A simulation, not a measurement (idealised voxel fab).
process module | voxel capacitor over wiring
cross-section cut | 145 nm wide | cells 5 nm
A cross-section is a grid of square cells, given in bands from the top down. A band is one or more rows of cells.
Each band's line starts with the height of the band's top and of its bottom, in nm. Then come its materials from left to right, each with its width in nm. One material with "throughout" fills the band from edge to edge. "air" is empty space.
Height 0 is the level under which the wafer as received is all one material. The lowest band goes on downwards, as in "0 down".
A width such as "30 to 40" changes by the same amount from each row of cells to the next, from the band's top row to its bottom row.
"no change" after a step means that no cell of the cross-section changed.
closed voids: empty space of 8 cells or more with no open way to the top, each as width x height at its distance from the left edge, in nm
after a step's settings: what the simulator itself notes on the step
overlay nm, on a step with a mask: how far to the right of its planned place the mask lay; to the left if negative
plan
1 op RECEIVE | material Si
2 op CONFORMAL_DEP | material SiO2 | thk nm 15
3 op DIRECTIONAL_DEP | material TiN | thk nm 5
4 op DIRECTIONAL_DEP | material Ru | thk nm 15
5 op PATTERN | tone cover | mask id METAL_1 | material resist | width nm 25 | pitch nm 75 | thk nm 20 | overlay nm 0
6 op DIRECTIONAL_ETCH | etch materials Ru | depth nm 15
7 op DIRECTIONAL_ETCH | etch materials TiN | depth nm 5
8 op STRIP | etch materials resist
9 op FILL_DEP | material SiO2 | thk nm 10
10 op CMP | height nm 35
11 op CONFORMAL_DEP | material SiCN | thk nm 5
12 op DIRECTIONAL_DEP | material SiO2 | thk nm 10
13 op DIRECTIONAL_DEP | material aC | thk nm 15
14 op PATTERN | tone open | mask id PLUG_1 | material resist | width nm 15 | thk nm 30 | overlay nm 0
15 op DIRECTIONAL_ETCH | etch materials aC | depth nm 15
16 op STRIP | etch materials resist
17 op DIRECTIONAL_ETCH | etch materials SiO2 | depth nm 10
18 op DIRECTIONAL_ETCH | etch materials SiCN | depth nm 5
19 op STRIP | etch materials aC
20 op CONFORMAL_DEP | material TiN | thk nm 5
21 op FILL_DEP | material W | thk nm 5
22 op CMP | height nm 50
23 op DIRECTIONAL_DEP | material TiN | thk nm 5
24 op DIRECTIONAL_DEP | material Al2O3 | thk nm 5
25 op DIRECTIONAL_DEP | material TiN | thk nm 10
26 op DIRECTIONAL_DEP | material aC | thk nm 10
27 op PATTERN | tone cover | mask id UPPER_PLATE | material resist | width nm 55 | thk nm 25 | overlay nm 0
28 op DIRECTIONAL_ETCH | etch materials aC | depth nm 10
29 op STRIP | etch materials resist
30 op DIRECTIONAL_ETCH | etch materials TiN | depth nm 10
31 op DIRECTIONAL_ETCH | etch materials Al2O3 | depth nm 5
32 op STRIP | etch materials aC
33 op PATTERN | tone cover | mask id LOWER_PLATE | material resist | width nm 65 | thk nm 15 | overlay nm 0
34 op DIRECTIONAL_ETCH | etch materials TiN | depth nm 5
35 op STRIP | etch materials resist
36 op FILL_DEP | material SiO2 | thk nm 20
37 op CMP | height nm 85
38 op PATTERN | tone open | mask id PLUG_2 | material resist | width nm 15 | thk nm 20 | overlay nm 0
39 op DIRECTIONAL_ETCH | etch materials SiO2 | depth nm 15
40 op STRIP | etch materials resist
41 op CONFORMAL_DEP | material TiN | thk nm 5
42 op FILL_DEP | material Ru | thk nm 5
43 op CMP | height nm 85
44 op CONFORMAL_DEP | material SiN | thk nm 5
as received, after step 1
  0 down: Si throughout
  closed voids: none
a wafer at the end: this start, this plan, one mistake
  90 to 85: SiN throughout
  85 to 75: SiO2 40 | TiN 5 | Ru 5 | TiN 5 | SiO2 90
  75 to 70: SiO2 40 | TiN 15 | SiO2 90
  70 to 60: SiO2 30 | TiN 55 | SiO2 60
  60 to 55: SiO2 30 | Al2O3 55 | SiO2 60
  55 to 50: SiO2 25 | TiN 65 | SiO2 55
  50 to 40: SiO2 30 | TiN 5 | W 5 | TiN 5 | SiO2 100
  40 to 35: SiCN 30 | TiN 15 | SiCN 100
  35 to 30: SiO2 throughout
  30 to 15: SiO2 20 | Ru 25 | SiO2 50 | Ru 25 | SiO2 25
  15 to 0: SiO2 throughout
  0 down: Si throughout
  closed voids: none
what went wrong: step 3 was left out
